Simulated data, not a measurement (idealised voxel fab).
Herein follows the process module entitled voxel ribs on slabs.
Each square cell in cross-section cut measures 5 nm, and the section as a whole is 300 nm wide.
Cross-section format: a grid of square cells, given as bands from top to bottom; each band is one or more rows of cells. First you get the band's top height and its bottom height, in nm, and then the materials it's made of, left to right, with each width in nm. If you see a single material with "everywhere", that one covers the band edge to edge. "blank" is empty space. The reference from which all heights are counted is 0, the level beneath which the as-received wafer is entirely one material; the lowest band, having no lower bound, proceeds downward and is written after the example "0 and below". Width "30..40": first value at the band's top row of cells, second value at its bottom row, equal change from row to row. Where a step carries "identical to before", the cross-section came out of it unchanged, cell for cell. Any empty space of 8 cells or more lacking an open way to the top shows up in "Closed cavity list" as width x height at distance, distance from the left edge, in nm. Post-settings text on a step line: simulator's own remark regarding the step. Steps that use a mask can have "overlay nm" on their line. It says how far the mask sat to the right of where it was meant to be. Negative means to the left.
### This section lists the process steps that were planned
1: RECEIVE, material Si
2: DIRECTIONAL_DEP, material SiO2, thk nm 30
3: DIRECTIONAL_DEP, material polySi, thk nm 20
4: MASKED_ETCH, tone cover, mask id RIB, width nm 20, etch materials polySi, depth nm 5, overlay nm 0
5: DIRECTIONAL_DEP, material aC, thk nm 10
6: PATTERN, tone cover, mask id SLAB, material resist, width nm 50, thk nm 30, overlay nm 0
7: DIRECTIONAL_ETCH, etch materials aC, depth nm 10
8: STRIP, etch materials resist
9: DIRECTIONAL_ETCH, etch materials polySi, depth nm 15
10: STRIP, etch materials aC
11: FILL_DEP, material SiO2, thk nm 25
12: CMP, height nm 70
13: DIRECTIONAL_DEP, material TiN, thk nm 10
14: PATTERN, tone cover, mask id HEATER, material resist, width nm 30, thk nm 15, overlay nm 0
15: DIRECTIONAL_ETCH, etch materials TiN, depth nm 10
16: STRIP, etch materials resist
17: CONFORMAL_DEP, material SiO2, thk nm 5
### Incoming wafer, cross-sectional view, post step 1
	0 and below: Si everywhere
	Closed cavity list: none
### Look at the cross-section after the module: the wafer started out the way shown above and the plan was the one shown above, yet one mistake was made along the way
	85 down to 80: 130 nm blank | 40 nm SiO2 | 130 nm blank
	80 down to 75: 130 nm blank | 5 nm SiO2 | 30 nm TiN | 5 nm SiO2 | 130 nm blank
	75 down to 70: 135 nm SiO2 | 30 nm TiN | 135 nm SiO2
	70 down to 45: SiO2 everywhere
	45 down to 40: 140 nm SiO2 | 20 nm polySi | 140 nm SiO2
	40 down to 25: 125 nm SiO2 | 50 nm polySi | 125 nm SiO2
	25 down to 0: SiO2 everywhere
	0 and below: Si everywhere
	Closed cavity list: none
Where did the run depart from the plan? step 2: run off-plan, actual operation and settings DIRECTIONAL_DEP, material SiO2, thk nm 25
